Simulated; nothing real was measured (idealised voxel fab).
You're looking at the process module voxel local oxidation.
Cross-sectional view cut (width: 165 nm; square cell size: 5 nm).
Notation: cross-section as square-cell grid; stated in bands, top first, going down; one or more cell rows per band.
Heads up on the band format: heights come first, top then bottom, in nm. After that it's the materials left to right, each with its width in nm. A single material flagged "everywhere" fills the whole band edge to edge, and "air" means there's empty space there.
All heights in this document are referenced to 0, defined as the level beneath which the wafer, as received, consists entirely of one material. The lowest band is not bounded below; it extends indefinitely downward and is written in the form "from 0 down".
A width such as "30->40" changes by the same amount from each row of cells to the next, from the band's top row to its bottom row.
Key: "all unchanged" - step with no changed cell in the cross-section.
"Enclosed void listing": sealed empty spaces, 8 cells or more, no open way to top, listed width x height at distance, with distance from the left edge and width, height and distance in nm.
after a step's settings: what the simulator itself notes on the step
You can add "overlay nm" to a step's line. For a step with a mask, it describes how far the mask lay to the right of its planned position, and a negative number describes a lay to the left.

### Planned step list for the process
1,RECEIVE [material Si]
2,OXIDIZE [depth nm 5]
3,CONFORMAL_DEP [material SiN] [thk nm 15]
4,PATTERN [tone cover] [mask id ACTIVE] [material resist] [width nm 105] [thk nm 15] [overlay nm 0]
5,DIRECTIONAL_ETCH [etch materials SiN] [depth nm 15]
6,STRIP [etch materials resist]
7,SELECTIVE_ETCH [etch materials SiO2] [depth nm 5]
8,OXIDIZE [depth nm 15]
9,STRIP [etch materials SiN]

### First of two wafers, with the run carried out as planned

### Incoming wafer in cross-section (state: after step 1)
* from 0 down = Si everywhere
* Enclosed void listing: none

### Take a look at the wafer's cross-section after step 2
* from 0 to -5 = SiO2 everywhere
* Beneath the level -5, the cross-section is identical to its previous state.

### Take a look at the wafer's cross-section after step 3
* from 15 to 0 = SiN everywhere
* Beneath the level 0, the cross-section is identical to its previous state.

### Take a look at the wafer's cross-section after step 4
* from 30 to 15 = air 30  resist 105  air 30
* Beneath the level 15, the cross-section is identical to its previous state.

### Take a look at the wafer's cross-section after step 5
* from 30 to 15 = air 30  resist 105  air 30
* from 15 to 0 = air 30  SiN 105  air 30
* Beneath the level 0, the cross-section is identical to its previous state.

### Take a look at the wafer's cross-section after step 6
* from 15 to 0 = air 30  SiN 105  air 30
* Beneath the level 0, the cross-section is identical to its previous state.

### Take a look at the wafer's cross-section after step 7
* from 15 to 0 = air 30  SiN 105  air 30
* from 0 to -5 = air 35  SiO2 95  air 35
* Beneath the level -5, the cross-section is identical to its previous state.

### Take a look at the wafer's cross-section after step 8
* from 15 to 0 = air 30  SiN 105  air 30
* from 0 to -5 = air 35  SiO2 95  air 35
* from -5 to -20 = SiO2 50  Si 65  SiO2 50
* Beneath the level -20, the cross-section is identical to its previous state.

### Take a look at the wafer's cross-section after step 9
* from 0 to -5 = air 35  SiO2 95  air 35
* Beneath the level -5, the cross-section is identical to its previous state.

### It is to be noted that the second wafer proceeded from the same initial state and according to the same plan as the first, although one mistake was committed in its execution; through step 5, inclusive, the two wafers share an identical history

### Second wafer profile in section, at the moment step 6 of the plan was meant to be complete
* from 30 to 15 = air 30  resist 105  air 30
* from 15 to 0 = air 30  SiN 105  air 30
* from 0 to -5 = air 35  SiO2 95  air 35
* Beneath the level -5, the cross-section is identical to its previous state.

### Second wafer profile in section, at the moment step 7 of the plan was meant to be complete
* from 15 to 0 = air 30  SiN 105  air 30
* Beneath the level 0, the cross-section is identical to its previous state.

### Second wafer profile in section, at the moment step 8 of the plan was meant to be complete
* from 15 to 0 = air 30  SiN 105  air 30
* from 0 to -5 = air 35  SiO2 95  air 35
* from -5 to -20 = SiO2 50  Si 65  SiO2 50
* Beneath the level -20, the cross-section is identical to its previous state.

### Second wafer profile in section, at the moment step 9 of the plan was meant to be complete
* from 0 to -5 = air 35  SiO2 95  air 35
* Beneath the level -5, the cross-section is identical to its previous state.
Short version of what went wrong: plan vs actual: 6 and 7 interchanged
Final cross-sections of the two wafers are identical, so the mistake has no effect on what this model computes.
